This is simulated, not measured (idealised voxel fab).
The process module presented herein is designated voxel ribs on slabs.
cross-section cut | 250 nm wide | cells 5 nm
How to read a cross-section here: the picture is a grid of square cells, written as bands going from the top down, and any band can span one or more rows of cells.
Basically the band line says how high the top is and how high the bottom is, in nm, and then what's in it from left to right, every material with its width in nm. Empty space shows up as "empty", and if a single material carries "all across" it runs the full band edge to edge.
Where do heights start? At 0: under that level the wafer as delivered is made of one material only. And the lowest band has no floor; it just carries on downward, as in "0 down".
Note: "30->40" means the width goes from the first number (top row of the band) to the second number (bottom row) in equal steps per row of cells.
The cross-section has no changed cell in any step marked "remained unchanged".
Closed empty spaces (no open way to the top) of 8 cells or more are what "Closed void inventory" lists, each as width x height at distance from the left edge, nm for all three.
Past the settings on a step's line: simulator remark, on that step.
What "overlay nm" on a step's line means: if the step has a mask, that mask lay this far to the right of its planned place, or, when the value is negative, to the left.
Process steps - plan
1: op RECEIVE | material Si
2: op DIRECTIONAL_DEP | material SiO2 | thk nm 20
3: op DIRECTIONAL_DEP | material polySi | thk nm 25
4: op MASKED_ETCH | tone cover | mask id RIB | width nm 20 | etch materials polySi | depth nm 10 | overlay nm 0
5: op PATTERN | tone cover | mask id SLAB | material resist | width nm 70 | thk nm 15 | overlay nm 0
6: op DIRECTIONAL_ETCH | etch materials polySi | depth nm 15
7: op STRIP | etch materials resist
8: op FILL_DEP | material SiO2 | thk nm 20
9: op CMP | height nm 55
10: op DIRECTIONAL_DEP | material W | thk nm 5
11: op DIRECTIONAL_DEP | material aC | thk nm 10
12: op PATTERN | tone cover | mask id HEATER | material resist | width nm 30 | thk nm 25 | overlay nm 0
13: op DIRECTIONAL_ETCH | etch materials aC | depth nm 10
14: op STRIP | etch materials resist
15: op DIRECTIONAL_ETCH | etch materials W | depth nm 5
16: op STRIP | etch materials aC
17: op CONFORMAL_DEP | material SiN | thk nm 5
The first wafer of two, processed as planned
Cross-section of the wafer at receipt, which is the condition after step 1
    0 down: Si all across
    Closed void inventory: none
You're looking at a cross-section of the wafer after step 2
    20 to 0: SiO2 all across
    Under the height 0 nothing was changed.
You're looking at a cross-section of the wafer after step 3
    45 to 20: polySi all across
    Under the height 20 nothing was changed.
You're looking at a cross-section of the wafer after step 4
    45 to 35: empty 115 / polySi 20 / empty 115
    Under the height 35 nothing was changed.
You're looking at a cross-section of the wafer after step 5
    60 to 45: empty 90 / resist 70 / empty 90
    45 to 35: empty 90 / resist 25 / polySi 20 / resist 25 / empty 90
    Under the height 35 nothing was changed.
You're looking at a cross-section of the wafer after step 6
    60 to 45: empty 90 / resist 70 / empty 90
    45 to 35: empty 90 / resist 25 / polySi 20 / resist 25 / empty 90
    35 to 20: empty 90 / polySi 70 / empty 90
    Under the height 20 nothing was changed.
You're looking at a cross-section of the wafer after step 7
    45 to 35: empty 115 / polySi 20 / empty 115
    Under the height 35 nothing was changed.
You're looking at a cross-section of the wafer after step 8
    65 to 45: SiO2 all across
    45 to 35: SiO2 115 / polySi 20 / SiO2 115
    35 to 20: SiO2 90 / polySi 70 / SiO2 90
    Under the height 20 nothing was changed.
You're looking at a cross-section of the wafer after step 9
    55 to 45: SiO2 all across
    Under the height 45 nothing was changed.
You're looking at a cross-section of the wafer after step 10
    60 to 55: W all across
    Under the height 55 nothing was changed.
You're looking at a cross-section of the wafer after step 11
    70 to 60: aC all across
    Under the height 60 nothing was changed.
You're looking at a cross-section of the wafer after step 12
    95 to 70: empty 110 / resist 30 / empty 110
    Under the height 70 nothing was changed.
You're looking at a cross-section of the wafer after step 13
    85 to 70: empty 110 / resist 30 / empty 110
    70 to 60: empty 110 / aC 30 / empty 110
    Under the height 60 nothing was changed.
You're looking at a cross-section of the wafer after step 14
    70 to 60: empty 110 / aC 30 / empty 110
    Under the height 60 nothing was changed.
You're looking at a cross-section of the wafer after step 15
    70 to 60: empty 110 / aC 30 / empty 110
    60 to 55: empty 110 / W 30 / empty 110
    Under the height 55 nothing was changed.
You're looking at a cross-section of the wafer after step 16
    60 to 55: empty 110 / W 30 / empty 110
    Under the height 55 nothing was changed.
You're looking at a cross-section of the wafer after step 17
    65 to 60: empty 105 / SiN 40 / empty 105
    60 to 55: SiN 110 / W 30 / SiN 110
    Under the height 55 nothing was changed.
Here the second wafer is described. Its start and its plan were those of the first wafer. Its run contained one mistake. Up to and including step 7, it did exactly what the first wafer did
Second wafer shown in cross-section at the time step 8 was slated to end
    65 to 45: W all across
    45 to 35: W 115 / polySi 20 / W 115
    35 to 20: W 90 / polySi 70 / W 90
    Under the height 20 nothing was changed.
Second wafer shown in cross-section at the time step 9 was slated to end
    55 to 45: W all across
    Under the height 45 nothing was changed.
Second wafer shown in cross-section at the time step 10 was slated to end
    60 to 45: W all across
    Under the height 45 nothing was changed.
Second wafer shown in cross-section at the time step 11 was slated to end
    70 to 60: aC all across
    Under the height 60 nothing was changed.
Second wafer shown in cross-section at the time step 12 was slated to end
    95 to 70: empty 110 / resist 30 / empty 110
    Under the height 70 nothing was changed.
Second wafer shown in cross-section at the time step 13 was slated to end
    85 to 70: empty 110 / resist 30 / empty 110
    70 to 60: empty 110 / aC 30 / empty 110
    Under the height 60 nothing was changed.
Second wafer shown in cross-section at the time step 14 was slated to end
    70 to 60: empty 110 / aC 30 / empty 110
    Under the height 60 nothing was changed.
Second wafer shown in cross-section at the time step 15 was slated to end
    70 to 60: empty 110 / aC 30 / empty 110
    60 to 55: empty 110 / W 30 / empty 110
    Under the height 55 nothing was changed.
Second wafer shown in cross-section at the time step 16 was slated to end
    60 to 55: empty 110 / W 30 / empty 110
    Under the height 55 nothing was changed.
Second wafer shown in cross-section at the time step 17 was slated to end
    65 to 60: empty 105 / SiN 40 / empty 105
    60 to 55: SiN 110 / W 30 / SiN 110
    Under the height 55 nothing was changed.
Plan not followed: contrary to plan, step 8 was performed as op FILL_DEP | material W | thk nm 20
Final tally in cells, some materials are higher or lower on the second wafer than on the first: 300 fewer of SiO2, 300 more of W
